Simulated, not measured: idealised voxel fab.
Presented below is a process module, voxel lift off.
The cross-section shown here is cut; it is 285 nm wide and divided into square cells measuring 5 nm on a side.
Square cells in a grid make up a cross-section in this document, and the grid is given as bands, listed from the top down, each one or more rows of cells. The band entry comprises the height of the band's top followed by the height of its bottom, expressed in nm, and subsequently the band's materials from left to right, each stated together with its width in nm. Where a single material is marked with the word "throughout", that material fills the band from edge to edge. The word "empty" represents empty space. Beneath 0, the wafer as received is one material, and that level is where height counting begins. The lowest band goes on downward without a bottom; it is written like "0 nm and below". Width spec "30..40" -> top row of cells at first value, bottom row at second value, equal per-row change in between. "all unchanged" (step): cross-section cells unchanged, all of them. For the entry "Internal closed voids", the listed items are empty spaces with no open way to the top whose size is 8 cells or more; each item follows the pattern width x height at distance, where distance is from the left edge and all three are in nm. Read whatever lies past the settings on a step's line as the simulator's own remark about the step. overlay nm: right-of-plan distance of the mask on a masked step; negative values mean left-of-plan.
### The following list gives the planned process steps
1,op RECEIVE | material Si
2,op CONFORMAL_DEP | material Al2O3 | thk nm 10
3,op PATTERN | tone open | mask id LINES | material resist | width nm 25 | pitch nm 50 | thk nm 25 | overlay nm 0
4,op DIRECTIONAL_DEP | material Ru | thk nm 10
5,op STRIP | etch materials resist
6,op CONFORMAL_DEP | material SiO2 | thk nm 5
Wafer-to-wafer difference: thk nm, step 6. Common start. Plan = first wafer's value.
### Here's the first of the wafers in cross-section, just as we got it, i.e. after step 1
  0 nm and below  Si throughout
  Internal closed voids: none
### Per wafer, end of module: cells gained (+) or lost (-) per material since receipt, then closed voids
thk nm 5; +114 Al2O3; +20 Ru; +65 SiO2; Internal closed voids: none
thk nm 10; +114 Al2O3; +20 Ru; +130 SiO2; Internal closed voids: none
thk nm 15; +114 Al2O3; +20 Ru; +193 SiO2; Internal closed voids: none
thk nm 20; +114 Al2O3; +20 Ru; +254 SiO2; Internal closed voids: none
